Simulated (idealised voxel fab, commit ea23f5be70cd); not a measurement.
Process module name: voxel gate over fins
Square cells of 5 nm make up the cross-section cut, whose width is 240 nm.
We lay out every cross-section as a grid of square cells and spell it out in bands from the top down, where one band means one or more rows of cells.
Heads up on the band format: heights come first, top then bottom, in nm. After that it's the materials left to right, each with its width in nm. A single material flagged "throughout" fills the whole band edge to edge, and "air" means there's empty space there.
Heights from 0 (as-received wafer is one material below). Bottom band endless downward, as "0 down".
So if you see something like "30..40" for the width, read it as the top row of the band sitting at the first number and the bottom row at the second, with every row in between moving by the same amount as the last.
"remained unchanged" (step): cross-section cells unchanged, all of them.
Reported under the label "Enclosed void entries" are the empty spaces having no open way to the top and comprising 8 cells or more; the notation for each is width x height at distance, in which the distance is measured from the left edge and all three values are in nm.
Anything after a step's settings on that line? It's the simulator's own note about the step.
"overlay nm", when on a step's line for a step with a mask, measures how far to the right of its planned place the mask lay; a negative measure means to the left.
**Process steps foreseen in the plan**
1. RECEIVE: material Si
2. CONFORMAL_DEP: material SiN, thk nm 5
3. PATTERN: tone cover, mask id FINS, material resist, width nm 15, pitch nm 55, thk nm 20, overlay nm 0
4. DIRECTIONAL_ETCH: etch materials SiN, depth nm 5
5. DIRECTIONAL_ETCH: etch materials Si, depth nm 40
6. STRIP: etch materials resist
7. FILL_DEP: material SiO2, thk nm 5
8. CMP: height nm 5
9. MASKED_ETCH: tone open, mask id RAIL, width nm 15, etch materials SiO2, depth nm 40, overlay nm 0
10. CONFORMAL_DEP: material TiN, thk nm 5
11. FILL_DEP: material W, thk nm 10
12. CMP: height nm 5
13. SELECTIVE_ETCH: etch materials W Ru TiN, depth nm 25
14. FILL_DEP: material SiO2, thk nm 5
15. CMP: height nm 5
16. SELECTIVE_ETCH: etch materials SiO2, depth nm 20
17. STRIP: etch materials SiN
18. CONFORMAL_DEP: material HfO2, thk nm 5
19. CONFORMAL_DEP: material TiN, thk nm 5
20. CONFORMAL_DEP: material TiAl, thk nm 5
21. CONFORMAL_DEP: material TiN, thk nm 5
22. FILL_DEP: material W, thk nm 15
23. CMP: height nm 30
24. CONFORMAL_DEP: material SiCN, thk nm 5
**As-received wafer cross-section (after step 1)**
- 0 down  Si throughout
- Enclosed void entries: none
**End state of the module in cross-section, given the above starting point and plan and one mistake in execution**
- 35 to 30  SiCN throughout
- 30 to 20  W throughout
- 20 to 15  35 W, 165 TiN, 40 W
- 15 to 10  35 W, 5 TiN, 45 TiAl, 10 TiN, 45 TiAl, 10 TiN, 45 TiAl, 5 TiN, 40 W
- 10 to 5  35 W, 5 TiN, 5 TiAl, 35 TiN, 5 TiAl, 10 TiN, 5 TiAl, 35 TiN, 5 TiAl, 10 TiN, 5 TiAl, 35 TiN, 5 TiAl, 5 TiN, 40 W
- 5 to 0  40 TiN, 5 TiAl, 5 TiN, 25 HfO2, 5 TiN, 5 TiAl, 10 TiN, 5 TiAl, 5 TiN, 25 HfO2, 5 TiN, 5 TiAl, 10 TiN, 5 TiAl, 5 TiN, 25 HfO2, 5 TiN, 5 TiAl, 45 TiN
- 0 to -5  45 TiAl, 5 TiN, 5 HfO2, 15 Si, 5 HfO2, 5 TiN, 20 TiAl, 5 TiN, 5 HfO2, 15 Si, 5 HfO2, 5 TiN, 20 TiAl, 5 TiN, 5 HfO2, 15 Si, 5 HfO2, 5 TiN, 50 TiAl
- -5 to -10  50 TiN, 5 HfO2, 15 Si, 5 HfO2, 30 TiN, 5 HfO2, 15 Si, 5 HfO2, 30 TiN, 5 HfO2, 15 Si, 5 HfO2, 55 TiN
- -10 to -15  55 HfO2, 15 Si, 40 HfO2, 15 Si, 40 HfO2, 15 Si, 60 HfO2
- -15 to -20  55 SiO2, 15 Si, 40 SiO2, 15 Si, 40 SiO2, 15 Si, 60 SiO2
- -20 to -30  55 SiO2, 15 Si, 5 TiN, 5 W, 5 TiN, 25 SiO2, 15 Si, 40 SiO2, 15 Si, 60 SiO2
- -30 to -35  55 SiO2, 15 Si, 15 TiN, 25 SiO2, 15 Si, 40 SiO2, 15 Si, 60 SiO2
- -35 to -40  55 SiO2, 15 Si, 40 SiO2, 15 Si, 40 SiO2, 15 Si, 60 SiO2
- -40 down  Si throughout
- Enclosed void entries: none
Plan not followed: note that step 9 departed from the planned setting and was carried out as MASKED_ETCH: tone open, mask id RAIL, width nm 15, etch materials SiO2, depth nm 40, overlay nm -10
